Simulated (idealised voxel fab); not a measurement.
process module | voxel gate over fins
cross-section cut | 245 nm wide | cells 5 nm
A cross-section is a grid of square cells, given in bands from the top down. A band is one or more rows of cells.
Each band's line starts with the height of the band's top and of its bottom, in nm. Then come its materials from left to right, each with its width in nm. One material with "throughout" fills the band from edge to edge. "air" is empty space.
Height 0 is the level under which the wafer as received is all one material. The lowest band goes on downwards, as in "0 down".
A width such as "30 to 40" changes by the same amount from each row of cells to the next, from the band's top row to its bottom row.
"no change" after a step means that no cell of the cross-section changed.
closed voids: empty space of 8 cells or more with no open way to the top, each as width x height at its distance from the left edge, in nm
after a step's settings: what the simulator itself notes on the step
overlay nm, on a step with a mask: how far to the right of its planned place the mask lay; to the left if negative
plan
1 op RECEIVE | material Si
2 op CONFORMAL_DEP | material SiN | thk nm 5
3 op PATTERN | tone cover | mask id FINS | material resist | width nm 15 | pitch nm 45 | thk nm 20 | overlay nm 0
4 op DIRECTIONAL_ETCH | etch materials SiN | depth nm 5
5 op DIRECTIONAL_ETCH | etch materials Si | depth nm 40
6 op STRIP | etch materials resist
7 op FILL_DEP | material SiO2 | thk nm 10
8 op CMP | height nm 5
9 op SELECTIVE_ETCH | etch materials SiO2 | depth nm 20
10 op STRIP | etch materials SiN
11 op CONFORMAL_DEP | material HfO2 | thk nm 5
12 op CONFORMAL_DEP | material TiN | thk nm 5
13 op CONFORMAL_DEP | material TiAl | thk nm 5
14 op CONFORMAL_DEP | material TiN | thk nm 5
15 op FILL_DEP | material W | thk nm 10
16 op CMP | height nm 25
17 op CONFORMAL_DEP | material SiN | thk nm 10
first wafer, as planned
as received, after step 1
  0 down: Si throughout
  closed voids: none
after step 2
  5 to 0: SiN throughout
  below 0: unchanged
after step 3
  25 to 5: air 45 | resist 15 | air 30 | resist 15 | air 30 | resist 15 | air 30 | resist 15 | air 50
  below 5: unchanged
after step 4
  25 to 5: air 45 | resist 15 | air 30 | resist 15 | air 30 | resist 15 | air 30 | resist 15 | air 50
  5 to 0: air 45 | SiN 15 | air 30 | SiN 15 | air 30 | SiN 15 | air 30 | SiN 15 | air 50
  below 0: unchanged
after step 5
  25 to 5: air 45 | resist 15 | air 30 | resist 15 | air 30 | resist 15 | air 30 | resist 15 | air 50
  5 to 0: air 45 | SiN 15 | air 30 | SiN 15 | air 30 | SiN 15 | air 30 | SiN 15 | air 50
  0 to -40: air 45 | Si 15 | air 30 | Si 15 | air 30 | Si 15 | air 30 | Si 15 | air 50
  below -40: unchanged
after step 6
  5 to 0: air 45 | SiN 15 | air 30 | SiN 15 | air 30 | SiN 15 | air 30 | SiN 15 | air 50
  below 0: unchanged
after step 7
  15 to 5: SiO2 throughout
  5 to 0: SiO2 45 | SiN 15 | SiO2 30 | SiN 15 | SiO2 30 | SiN 15 | SiO2 30 | SiN 15 | SiO2 50
  0 to -40: SiO2 45 | Si 15 | SiO2 30 | Si 15 | SiO2 30 | Si 15 | SiO2 30 | Si 15 | SiO2 50
  below -40: unchanged
after step 8
  5 to 0: SiO2 45 | SiN 15 | SiO2 30 | SiN 15 | SiO2 30 | SiN 15 | SiO2 30 | SiN 15 | SiO2 50
  below 0: unchanged
after step 9
  5 to 0: air 45 | SiN 15 | air 30 | SiN 15 | air 30 | SiN 15 | air 30 | SiN 15 | air 50
  0 to -15: air 45 | Si 15 | air 30 | Si 15 | air 30 | Si 15 | air 30 | Si 15 | air 50
  below -15: unchanged
after step 10
  0 to -15: air 45 | Si 15 | air 30 | Si 15 | air 30 | Si 15 | air 30 | Si 15 | air 50
  below -15: unchanged
after step 11
  5 to 0: air 40 | HfO2 25 | air 20 | HfO2 25 | air 20 | HfO2 25 | air 20 | HfO2 25 | air 45
  0 to -10: air 40 | HfO2 5 | Si 15 | HfO2 5 | air 20 | HfO2 5 | Si 15 | HfO2 5 | air 20 | HfO2 5 | Si 15 | HfO2 5 | air 20 | HfO2 5 | Si 15 | HfO2 5 | air 45
  -10 to -15: HfO2 45 | Si 15 | HfO2 30 | Si 15 | HfO2 30 | Si 15 | HfO2 30 | Si 15 | HfO2 50
  below -15: unchanged
after step 12
  10 to 5: air 35 | TiN 35 | air 10 | TiN 35 | air 10 | TiN 35 | air 10 | TiN 35 | air 40
  5 to 0: air 35 | TiN 5 | HfO2 25 | TiN 5 | air 10 | TiN 5 | HfO2 25 | TiN 5 | air 10 | TiN 5 | HfO2 25 | TiN 5 | air 10 | TiN 5 | HfO2 25 | TiN 5 | air 40
  0 to -5: air 35 | TiN 5 | HfO2 5 | Si 15 | HfO2 5 | TiN 5 | air 10 | TiN 5 | HfO2 5 | Si 15 | HfO2 5 | TiN 5 | air 10 | TiN 5 | HfO2 5 | Si 15 | HfO2 5 | TiN 5 | air 10 | TiN 5 | HfO2 5 | Si 15 | HfO2 5 | TiN 5 | air 40
  -5 to -10: TiN 40 | HfO2 5 | Si 15 | HfO2 5 | TiN 20 | HfO2 5 | Si 15 | HfO2 5 | TiN 20 | HfO2 5 | Si 15 | HfO2 5 | TiN 20 | HfO2 5 | Si 15 | HfO2 5 | TiN 45
  below -10: unchanged
after step 13
  15 to 10: air 30 | TiAl 180 | air 35
  10 to 5: air 30 | TiAl 5 | TiN 35 | TiAl 10 | TiN 35 | TiAl 10 | TiN 35 | TiAl 10 | TiN 35 | TiAl 5 | air 35
  5 to 0: air 30 | TiAl 5 | TiN 5 | HfO2 25 | TiN 5 | TiAl 10 | TiN 5 | HfO2 25 | TiN 5 | TiAl 10 | TiN 5 | HfO2 25 | TiN 5 | TiAl 10 | TiN 5 | HfO2 25 | TiN 5 | TiAl 5 | air 35
  0 to -5: TiAl 35 | TiN 5 | HfO2 5 | Si 15 | HfO2 5 | TiN 5 | TiAl 10 | TiN 5 | HfO2 5 | Si 15 | HfO2 5 | TiN 5 | TiAl 10 | TiN 5 | HfO2 5 | Si 15 | HfO2 5 | TiN 5 | TiAl 10 | TiN 5 | HfO2 5 | Si 15 | HfO2 5 | TiN 5 | TiAl 40
  below -5: unchanged
after step 14
  20 to 15: air 25 | TiN 190 | air 30
  15 to 10: air 25 | TiN 5 | TiAl 180 | TiN 5 | air 30
  10 to 5: air 25 | TiN 5 | TiAl 5 | TiN 35 | TiAl 10 | TiN 35 | TiAl 10 | TiN 35 | TiAl 10 | TiN 35 | TiAl 5 | TiN 5 | air 30
  5 to 0: TiN 30 | TiAl 5 | TiN 5 | HfO2 25 | TiN 5 | TiAl 10 | TiN 5 | HfO2 25 | TiN 5 | TiAl 10 | TiN 5 | HfO2 25 | TiN 5 | TiAl 10 | TiN 5 | HfO2 25 | TiN 5 | TiAl 5 | TiN 35
  below 0: unchanged
after step 15
  30 to 20: W throughout
  20 to 15: W 25 | TiN 190 | W 30
  15 to 10: W 25 | TiN 5 | TiAl 180 | TiN 5 | W 30
  10 to 5: W 25 | TiN 5 | TiAl 5 | TiN 35 | TiAl 10 | TiN 35 | TiAl 10 | TiN 35 | TiAl 10 | TiN 35 | TiAl 5 | TiN 5 | W 30
  below 5: unchanged
after step 16
  25 to 20: W throughout
  below 20: unchanged
after step 17
  35 to 25: SiN throughout
  below 25: unchanged
second wafer: like start, like plan, one mistake. Through step 8 it matches the first wafer
when step 9 should have ended
  5 to 0: SiO2 45 | air 15 | SiO2 30 | air 15 | SiO2 30 | air 15 | SiO2 30 | air 15 | SiO2 50
  below 0: unchanged
when step 10 should have ended
  0 to -15: air 45 | Si 15 | air 30 | Si 15 | air 30 | Si 15 | air 30 | Si 15 | air 50
  -15 to -20: SiO2 25 | air 20 | Si 15 | air 30 | Si 15 | air 30 | Si 15 | air 30 | Si 15 | air 20 | SiO2 30
  below -20: unchanged
when step 11 should have ended
  5 to 0: air 40 | HfO2 25 | air 20 | HfO2 25 | air 20 | HfO2 25 | air 20 | HfO2 25 | air 45
  0 to -10: air 40 | HfO2 5 | Si 15 | HfO2 5 | air 20 | HfO2 5 | Si 15 | HfO2 5 | air 20 | HfO2 5 | Si 15 | HfO2 5 | air 20 | HfO2 5 | Si 15 | HfO2 5 | air 45
  -10 to -15: HfO2 30 | air 10 | HfO2 5 | Si 15 | HfO2 5 | air 20 | HfO2 5 | Si 15 | HfO2 5 | air 20 | HfO2 5 | Si 15 | HfO2 5 | air 20 | HfO2 5 | Si 15 | HfO2 5 | air 10 | HfO2 35
  -15 to -20: SiO2 25 | HfO2 20 | Si 15 | HfO2 30 | Si 15 | HfO2 30 | Si 15 | HfO2 30 | Si 15 | HfO2 20 | SiO2 30
  below -20: unchanged
when step 12 should have ended
  10 to 5: air 35 | TiN 35 | air 10 | TiN 35 | air 10 | TiN 35 | air 10 | TiN 35 | air 40
  5 to 0: air 35 | TiN 5 | HfO2 25 | TiN 5 | air 10 | TiN 5 | HfO2 25 | TiN 5 | air 10 | TiN 5 | HfO2 25 | TiN 5 | air 10 | TiN 5 | HfO2 25 | TiN 5 | air 40
  0 to -5: air 35 | TiN 5 | HfO2 5 | Si 15 | HfO2 5 | TiN 5 | air 10 | TiN 5 | HfO2 5 | Si 15 | HfO2 5 | TiN 5 | air 10 | TiN 5 | HfO2 5 | Si 15 | HfO2 5 | TiN 5 | air 10 | TiN 5 | HfO2 5 | Si 15 | HfO2 5 | TiN 5 | air 40
  -5 to -10: TiN 40 | HfO2 5 | Si 15 | HfO2 5 | TiN 5 | air 10 | TiN 5 | HfO2 5 | Si 15 | HfO2 5 | TiN 5 | air 10 | TiN 5 | HfO2 5 | Si 15 | HfO2 5 | TiN 5 | air 10 | TiN 5 | HfO2 5 | Si 15 | HfO2 5 | TiN 45
  -10 to -15: HfO2 30 | TiN 10 | HfO2 5 | Si 15 | HfO2 5 | TiN 20 | HfO2 5 | Si 15 | HfO2 5 | TiN 20 | HfO2 5 | Si 15 | HfO2 5 | TiN 20 | HfO2 5 | Si 15 | HfO2 5 | TiN 10 | HfO2 35
  below -15: unchanged
when step 13 should have ended
  15 to 10: air 30 | TiAl 180 | air 35
  10 to 5: air 30 | TiAl 5 | TiN 35 | TiAl 10 | TiN 35 | TiAl 10 | TiN 35 | TiAl 10 | TiN 35 | TiAl 5 | air 35
  5 to 0: air 30 | TiAl 5 | TiN 5 | HfO2 25 | TiN 5 | TiAl 10 | TiN 5 | HfO2 25 | TiN 5 | TiAl 10 | TiN 5 | HfO2 25 | TiN 5 | TiAl 10 | TiN 5 | HfO2 25 | TiN 5 | TiAl 5 | air 35
  0 to -5: TiAl 35 | TiN 5 | HfO2 5 | Si 15 | HfO2 5 | TiN 5 | TiAl 10 | TiN 5 | HfO2 5 | Si 15 | HfO2 5 | TiN 5 | TiAl 10 | TiN 5 | HfO2 5 | Si 15 | HfO2 5 | TiN 5 | TiAl 10 | TiN 5 | HfO2 5 | Si 15 | HfO2 5 | TiN 5 | TiAl 40
  -5 to -10: TiN 40 | HfO2 5 | Si 15 | HfO2 5 | TiN 5 | TiAl 10 | TiN 5 | HfO2 5 | Si 15 | HfO2 5 | TiN 5 | TiAl 10 | TiN 5 | HfO2 5 | Si 15 | HfO2 5 | TiN 5 | TiAl 10 | TiN 5 | HfO2 5 | Si 15 | HfO2 5 | TiN 45
  below -10: unchanged
when step 14 should have ended
  20 to 15: air 25 | TiN 190 | air 30
  15 to 10: air 25 | TiN 5 | TiAl 180 | TiN 5 | air 30
  10 to 5: air 25 | TiN 5 | TiAl 5 | TiN 35 | TiAl 10 | TiN 35 | TiAl 10 | TiN 35 | TiAl 10 | TiN 35 | TiAl 5 | TiN 5 | air 30
  5 to 0: TiN 30 | TiAl 5 | TiN 5 | HfO2 25 | TiN 5 | TiAl 10 | TiN 5 | HfO2 25 | TiN 5 | TiAl 10 | TiN 5 | HfO2 25 | TiN 5 | TiAl 10 | TiN 5 | HfO2 25 | TiN 5 | TiAl 5 | TiN 35
  below 0: unchanged
when step 15 should have ended
  30 to 20: W throughout
  20 to 15: W 25 | TiN 190 | W 30
  15 to 10: W 25 | TiN 5 | TiAl 180 | TiN 5 | W 30
  10 to 5: W 25 | TiN 5 | TiAl 5 | TiN 35 | TiAl 10 | TiN 35 | TiAl 10 | TiN 35 | TiAl 10 | TiN 35 | TiAl 5 | TiN 5 | W 30
  below 5: unchanged
when step 16 should have ended
  25 to 20: W throughout
  below 20: unchanged
when step 17 should have ended
  35 to 25: SiN throughout
  below 25: unchanged
what went wrong: steps 9 and 10 were swapped
at the end the second wafer has, in cells: 10 more of HfO2 | 26 fewer of SiO2 | 6 more of TiAl | 10 more of TiN
